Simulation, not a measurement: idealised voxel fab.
You're looking at the process module voxel self aligned vias.
FYI the section here is cut, 225 nm wide, cells are 5 nm squares.
Just so we're on the same page, the cross-sections are grids of square cells, and they're listed out in bands top to bottom, each band one or more rows deep. Band: top and bottom heights (nm) first, top before bottom; then materials from left to right, widths in nm. "edge to edge" marks a sole material filling the band edge to edge. "empty" denotes empty space. Heads up on the height convention: 0 is the point under which the incoming wafer is all one material, and the lowest band has no bottom, it just keeps going down, like "z 0 and below". The expression "30..40" gives the width at the extremes of the band, the first number at its top row of cells and the second at its bottom row, with the width changing by equal amounts from each row to the next in between. "no alterations made" (step): cross-section cells unchanged, all of them. If an empty space has no open way to the top and is at least 8 cells in size, "Closed void table" lists it, written width x height at distance, where distance is measured from the left edge and every value is in nm. That trailing text on a step's line, after the settings, is the simulator's own remark on the step. Among the settings permitted on a step's line is "overlay nm"; applied to a step with a mask, it specifies the extent to which the mask lay to the right of its planned position, whereas a negative figure signifies a position to the left.
**plan**
| 1 | RECEIVE: material Si |
| 2 | CONFORMAL_DEP: material SiO2, thk nm 15 |
| 3 | CONFORMAL_DEP: material SiCN, thk nm 5 |
| 4 | DIRECTIONAL_DEP: material lowk, thk nm 20 |
| 5 | PATTERN: tone open, mask id LINES, material resist, width nm 20, pitch nm 65, thk nm 15, overlay nm 0 |
| 6 | DIRECTIONAL_ETCH: etch materials lowk, depth nm 20 |
| 7 | STRIP: etch materials resist |
| 8 | CONFORMAL_DEP: material TiN, thk nm 5 |
| 9 | FILL_DEP: material Ru, thk nm 5 |
| 10 | CMP: height nm 40 |
| 11 | SELECTIVE_ETCH: etch materials W Ru TiN, depth nm 5 |
| 12 | FILL_DEP: material SiN, thk nm 10 |
| 13 | CMP: height nm 40 |
| 14 | DIRECTIONAL_DEP: material lowk, thk nm 15 |
| 15 | DIRECTIONAL_DEP: material aC, thk nm 15 |
| 16 | PATTERN: tone open, mask id VIAS, material resist, width nm 40, pitch nm 65, thk nm 35, overlay nm 0 |
| 17 | DIRECTIONAL_ETCH: etch materials aC, depth nm 15 |
| 18 | STRIP: etch materials resist |
| 19 | DIRECTIONAL_ETCH: etch materials lowk, depth nm 15 |
| 20 | DIRECTIONAL_ETCH: etch materials SiN, depth nm 5 |
| 21 | STRIP: etch materials aC |
| 22 | CONFORMAL_DEP: material TiN, thk nm 5 |
| 23 | FILL_DEP: material W, thk nm 5 |
| 24 | CMP: height nm 55 |
| 25 | CONFORMAL_DEP: material SiCN, thk nm 5 |
**Cross-section of the wafer upon arrival, representing the state reached after step 1**
z 0 and below: Si edge to edge
Closed void table: none
**first wafer at the end, as planned**
z 60 to 55: SiCN edge to edge
z 55 to 45: 25 lowk, then 5 TiN, then 30 W, then 5 TiN, then 25 lowk, then 5 TiN, then 30 W, then 5 TiN, then 25 lowk, then 5 TiN, then 30 W, then 5 TiN, then 30 lowk
z 45 to 40: 25 lowk, then 15 TiN, then 10 W, then 15 TiN, then 25 lowk, then 15 TiN, then 10 W, then 15 TiN, then 25 lowk, then 15 TiN, then 10 W, then 15 TiN, then 30 lowk
z 40 to 35: 35 lowk, then 20 TiN, then 45 lowk, then 20 TiN, then 45 lowk, then 20 TiN, then 40 lowk
z 35 to 25: 35 lowk, then 5 TiN, then 10 Ru, then 5 TiN, then 45 lowk, then 5 TiN, then 10 Ru, then 5 TiN, then 45 lowk, then 5 TiN, then 10 Ru, then 5 TiN, then 40 lowk
z 25 to 20: 35 lowk, then 20 TiN, then 45 lowk, then 20 TiN, then 45 lowk, then 20 TiN, then 40 lowk
z 20 to 15: SiCN edge to edge
z 15 to 0: SiO2 edge to edge
z 0 and below: Si edge to edge
Closed void table: none
**Wafer two (of two), end-of-module cross-section: start = wafer one, plan = wafer one, one run mistake**
z 60 to 55: SiCN edge to edge
z 55 to 45: 25 lowk, then 5 TiN, then 30 W, then 5 TiN, then 25 lowk, then 5 TiN, then 30 W, then 5 TiN, then 25 lowk, then 5 TiN, then 30 W, then 5 TiN, then 30 lowk
z 45 to 40: 25 lowk, then 15 TiN, then 10 W, then 15 TiN, then 25 lowk, then 15 TiN, then 10 W, then 15 TiN, then 25 lowk, then 15 TiN, then 10 W, then 15 TiN, then 30 lowk
z 40 to 35: 35 lowk, then 20 TiN, then 45 lowk, then 20 TiN, then 45 lowk, then 20 TiN, then 40 lowk
z 35 to 25: 35 lowk, then 5 TiN, then 10 Ru, then 5 TiN, then 45 lowk, then 5 TiN, then 10 Ru, then 5 TiN, then 45 lowk, then 5 TiN, then 10 Ru, then 5 TiN, then 40 lowk
z 25 to 20: 35 lowk, then 20 TiN, then 45 lowk, then 20 TiN, then 45 lowk, then 20 TiN, then 40 lowk
z 20 to 5: SiO2 edge to edge
z 5 to 0: SiCN edge to edge
z 0 and below: Si edge to edge
Closed void table: none
Plan not followed: the run placed steps 2 and 3 each in the position the plan gave to the other
Tallied in cells, the final second wafer holds each material in the same quantity as the first, although not at the same places.
